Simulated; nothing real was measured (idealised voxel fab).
The process module that follows is named voxel self aligned vias.
Pictured: cross-section cut, 300 nm wide, on a grid of 5 nm square cells.
Just so we're on the same page, the cross-sections are grids of square cells, and they're listed out in bands top to bottom, each band one or more rows deep.
Heights first: top, then bottom, in nm. Then materials, left to right, each with a width in nm. "throughout" on a single material: fills the band edge to edge. "empty": empty space.
Height 0 is the level under which the wafer as received is all one material. The lowest band goes on downwards, as in "0 -> down".
Read "30..40" as a graded width: first number on top, second number at the bottom, same change between each pair of neighbouring rows.
When a step is marked "no change occurred", none of the cells in the cross-section changed during that step.
Empty spaces counting at least 8 cells and having no open way to the top are listed in "Closed void register". The notation width x height at distance is used for each, the distance being from the left edge and all three values in nm.
It should be noted that, on the line of a given step, the content following the step's settings is a remark produced by the simulator itself with respect to that step.
Steps that use a mask can have "overlay nm" on their line. It says how far the mask sat to the right of where it was meant to be. Negative means to the left.

Here's what the planned process steps look like
- 1: RECEIVE,material Si
- 2: CONFORMAL_DEP,material SiO2,thk nm 10
- 3: CONFORMAL_DEP,material SiCN,thk nm 5
- 4: DIRECTIONAL_DEP,material lowk,thk nm 20
- 5: DIRECTIONAL_DEP,material aC,thk nm 10
- 6: PATTERN,tone open,mask id LINES,material resist,width nm 20,pitch nm 70,thk nm 30,overlay nm 0
- 7: DIRECTIONAL_ETCH,etch materials aC,depth nm 10
- 8: STRIP,etch materials resist
- 9: DIRECTIONAL_ETCH,etch materials lowk,depth nm 20
- 10: STRIP,etch materials aC
- 11: CONFORMAL_DEP,material TiN,thk nm 5
- 12: FILL_DEP,material W,thk nm 10
- 13: CMP,height nm 35
- 14: SELECTIVE_ETCH,etch materials W Ru TiN,depth nm 5
- 15: FILL_DEP,material SiN,thk nm 5
- 16: CMP,height nm 35
- 17: DIRECTIONAL_DEP,material lowk,thk nm 20
- 18: PATTERN,tone open,mask id VIAS,material resist,width nm 40,thk nm 20,overlay nm 0
- 19: DIRECTIONAL_ETCH,etch materials lowk,depth nm 20
- 20: DIRECTIONAL_ETCH,etch materials SiN,depth nm 5
- 21: STRIP,etch materials resist
- 22: CONFORMAL_DEP,material TiN,thk nm 5
- 23: FILL_DEP,material W,thk nm 10
- 24: CMP,height nm 55
- 25: CONFORMAL_DEP,material SiN,thk nm 5

Account of the first of two wafers, which was processed as intended

As-received state of the wafer in cross-section, equivalent to post-step 1
- 0 -> down = Si throughout
- Closed void register: none

State of the wafer after step 2, shown in cross-section
- 10 -> 0 = SiO2 throughout
- below 0: unchanged

State of the wafer after step 3, shown in cross-section
- 15 -> 10 = SiCN throughout
- below 10: unchanged

State of the wafer after step 4, shown in cross-section
- 35 -> 15 = lowk throughout
- below 15: unchanged

State of the wafer after step 5, shown in cross-section
- 45 -> 35 = aC throughout
- below 35: unchanged

State of the wafer after step 6, shown in cross-section
- 75 -> 45 = resist: 105, empty: 20, resist: 50, empty: 20, resist: 105
- below 45: unchanged

State of the wafer after step 7, shown in cross-section
- 65 -> 45 = resist: 105, empty: 20, resist: 50, empty: 20, resist: 105
- 45 -> 35 = aC: 105, empty: 20, aC: 50, empty: 20, aC: 105
- below 35: unchanged

State of the wafer after step 8, shown in cross-section
- 45 -> 35 = aC: 105, empty: 20, aC: 50, empty: 20, aC: 105
- below 35: unchanged

State of the wafer after step 9, shown in cross-section
- 45 -> 35 = aC: 105, empty: 20, aC: 50, empty: 20, aC: 105
- 35 -> 15 = lowk: 105, empty: 20, lowk: 50, empty: 20, lowk: 105
- below 15: unchanged

State of the wafer after step 10, shown in cross-section
- 35 -> 15 = lowk: 105, empty: 20, lowk: 50, empty: 20, lowk: 105
- below 15: unchanged

State of the wafer after step 11, shown in cross-section
- 40 -> 35 = TiN: 110, empty: 10, TiN: 60, empty: 10, TiN: 110
- 35 -> 20 = lowk: 105, TiN: 5, empty: 10, TiN: 5, lowk: 50, TiN: 5, empty: 10, TiN: 5, lowk: 105
- 20 -> 15 = lowk: 105, TiN: 20, lowk: 50, TiN: 20, lowk: 105
- below 15: unchanged

State of the wafer after step 12, shown in cross-section
- 50 -> 40 = W throughout
- 40 -> 35 = TiN: 110, W: 10, TiN: 60, W: 10, TiN: 110
- 35 -> 20 = lowk: 105, TiN: 5, W: 10, TiN: 5, lowk: 50, TiN: 5, W: 10, TiN: 5, lowk: 105
- below 20: unchanged

State of the wafer after step 13, shown in cross-section
- 35 -> 20 = lowk: 105, TiN: 5, W: 10, TiN: 5, lowk: 50, TiN: 5, W: 10, TiN: 5, lowk: 105
- below 20: unchanged

State of the wafer after step 14, shown in cross-section
- 35 -> 30 = lowk: 105, empty: 20, lowk: 50, empty: 20, lowk: 105
- below 30: unchanged

State of the wafer after step 15, shown in cross-section
- 40 -> 35 = SiN throughout
- 35 -> 30 = lowk: 105, SiN: 20, lowk: 50, SiN: 20, lowk: 105
- below 30: unchanged

State of the wafer after step 16, shown in cross-section
- 35 -> 30 = lowk: 105, SiN: 20, lowk: 50, SiN: 20, lowk: 105
- below 30: unchanged

State of the wafer after step 17, shown in cross-section
- 55 -> 35 = lowk throughout
- below 35: unchanged

State of the wafer after step 18, shown in cross-section
- 75 -> 55 = resist: 95, empty: 40, resist: 165
- below 55: unchanged

State of the wafer after step 19, shown in cross-section
- 75 -> 55 = resist: 95, empty: 40, resist: 165
- 55 -> 35 = lowk: 95, empty: 40, lowk: 165
- below 35: unchanged

State of the wafer after step 20, shown in cross-section
- 75 -> 55 = resist: 95, empty: 40, resist: 165
- 55 -> 35 = lowk: 95, empty: 40, lowk: 165
- 35 -> 30 = lowk: 105, empty: 20, lowk: 50, SiN: 20, lowk: 105
- below 30: unchanged

State of the wafer after step 21, shown in cross-section
- 55 -> 35 = lowk: 95, empty: 40, lowk: 165
- below 35: unchanged

State of the wafer after step 22, shown in cross-section
- 60 -> 55 = TiN: 100, empty: 30, TiN: 170
- 55 -> 40 = lowk: 95, TiN: 5, empty: 30, TiN: 5, lowk: 165
- 40 -> 35 = lowk: 95, TiN: 15, empty: 10, TiN: 15, lowk: 165
- 35 -> 30 = lowk: 105, TiN: 20, lowk: 50, SiN: 20, lowk: 105
- below 30: unchanged

State of the wafer after step 23, shown in cross-section
- 70 -> 60 = W throughout
- 60 -> 55 = TiN: 100, W: 30, TiN: 170
- 55 -> 40 = lowk: 95, TiN: 5, W: 30, TiN: 5, lowk: 165
- 40 -> 35 = lowk: 95, TiN: 15, W: 10, TiN: 15, lowk: 165
- below 35: unchanged

State of the wafer after step 24, shown in cross-section
- 55 -> 40 = lowk: 95, TiN: 5, W: 30, TiN: 5, lowk: 165
- below 40: unchanged

State of the wafer after step 25, shown in cross-section
- 60 -> 55 = SiN throughout
- below 55: unchanged

Second of two: same start, same plan, one run error; steps up to and including 5 match the first

At the planned end of step 6, the second wafer in cross-section
- 75 -> 45 = resist: 100, empty: 30, resist: 40, empty: 30, resist: 100
- below 45: unchanged

At the planned end of step 7, the second wafer in cross-section
- 65 -> 45 = resist: 100, empty: 30, resist: 40, empty: 30, resist: 100
- 45 -> 35 = aC: 100, empty: 30, aC: 40, empty: 30, aC: 100
- below 35: unchanged

At the planned end of step 8, the second wafer in cross-section
- 45 -> 35 = aC: 100, empty: 30, aC: 40, empty: 30, aC: 100
- below 35: unchanged

At the planned end of step 9, the second wafer in cross-section
- 45 -> 35 = aC: 100, empty: 30, aC: 40, empty: 30, aC: 100
- 35 -> 15 = lowk: 100, empty: 30, lowk: 40, empty: 30, lowk: 100
- below 15: unchanged

At the planned end of step 10, the second wafer in cross-section
- 35 -> 15 = lowk: 100, empty: 30, lowk: 40, empty: 30, lowk: 100
- below 15: unchanged

At the planned end of step 11, the second wafer in cross-section
- 40 -> 35 = TiN: 105, empty: 20, TiN: 50, empty: 20, TiN: 105
- 35 -> 20 = lowk: 100, TiN: 5, empty: 20, TiN: 5, lowk: 40, TiN: 5, empty: 20, TiN: 5, lowk: 100
- 20 -> 15 = lowk: 100, TiN: 30, lowk: 40, TiN: 30, lowk: 100
- below 15: unchanged

At the planned end of step 12, the second wafer in cross-section
- 50 -> 40 = W throughout
- 40 -> 35 = TiN: 105, W: 20, TiN: 50, W: 20, TiN: 105
- 35 -> 20 = lowk: 100, TiN: 5, W: 20, TiN: 5, lowk: 40, TiN: 5, W: 20, TiN: 5, lowk: 100
- below 20: unchanged

At the planned end of step 13, the second wafer in cross-section
- 35 -> 20 = lowk: 100, TiN: 5, W: 20, TiN: 5, lowk: 40, TiN: 5, W: 20, TiN: 5, lowk: 100
- below 20: unchanged

At the planned end of step 14, the second wafer in cross-section
- 35 -> 30 = lowk: 100, empty: 30, lowk: 40, empty: 30, lowk: 100
- below 30: unchanged

At the planned end of step 15, the second wafer in cross-section
- 40 -> 35 = SiN throughout
- 35 -> 30 = lowk: 100, SiN: 30, lowk: 40, SiN: 30, lowk: 100
- below 30: unchanged

At the planned end of step 16, the second wafer in cross-section
- 35 -> 30 = lowk: 100, SiN: 30, lowk: 40, SiN: 30, lowk: 100
- below 30: unchanged

At the planned end of step 17, the second wafer in cross-section
- 55 -> 35 = lowk throughout
- below 35: unchanged

At the planned end of step 18, the second wafer in cross-section
- 75 -> 55 = resist: 95, empty: 40, resist: 165
- below 55: unchanged

At the planned end of step 19, the second wafer in cross-section
- 75 -> 55 = resist: 95, empty: 40, resist: 165
- 55 -> 35 = lowk: 95, empty: 40, lowk: 165
- below 35: unchanged

At the planned end of step 20, the second wafer in cross-section
- 75 -> 55 = resist: 95, empty: 40, resist: 165
- 55 -> 35 = lowk: 95, empty: 40, lowk: 165
- 35 -> 30 = lowk: 100, empty: 30, lowk: 40, SiN: 30, lowk: 100
- below 30: unchanged

At the planned end of step 21, the second wafer in cross-section
- 55 -> 35 = lowk: 95, empty: 40, lowk: 165
- below 35: unchanged

At the planned end of step 22, the second wafer in cross-section
- 60 -> 55 = TiN: 100, empty: 30, TiN: 170
- 55 -> 40 = lowk: 95, TiN: 5, empty: 30, TiN: 5, lowk: 165
- 40 -> 35 = lowk: 95, TiN: 10, empty: 20, TiN: 10, lowk: 165
- 35 -> 30 = lowk: 100, TiN: 30, lowk: 40, SiN: 30, lowk: 100
- below 30: unchanged

At the planned end of step 23, the second wafer in cross-section
- 70 -> 60 = W throughout
- 60 -> 55 = TiN: 100, W: 30, TiN: 170
- 55 -> 40 = lowk: 95, TiN: 5, W: 30, TiN: 5, lowk: 165
- 40 -> 35 = lowk: 95, TiN: 10, W: 20, TiN: 10, lowk: 165
- below 35: unchanged

At the planned end of step 24, the second wafer in cross-section
- 55 -> 40 = lowk: 95, TiN: 5, W: 30, TiN: 5, lowk: 165
- below 40: unchanged

At the planned end of step 25, the second wafer in cross-section
- 60 -> 55 = SiN throughout
- below 55: unchanged
Diagnosis: it should be noted that step 6 was executed with settings other than those planned, the operation and settings actually applied being PATTERN,tone open,mask id LINES,material resist,width nm 30,pitch nm 70,thk nm 30,overlay nm 0
Count the cells at the end and the second wafer has more or fewer of some materials than the first: +2 SiN; +4 TiN; +10 W; -16 lowk
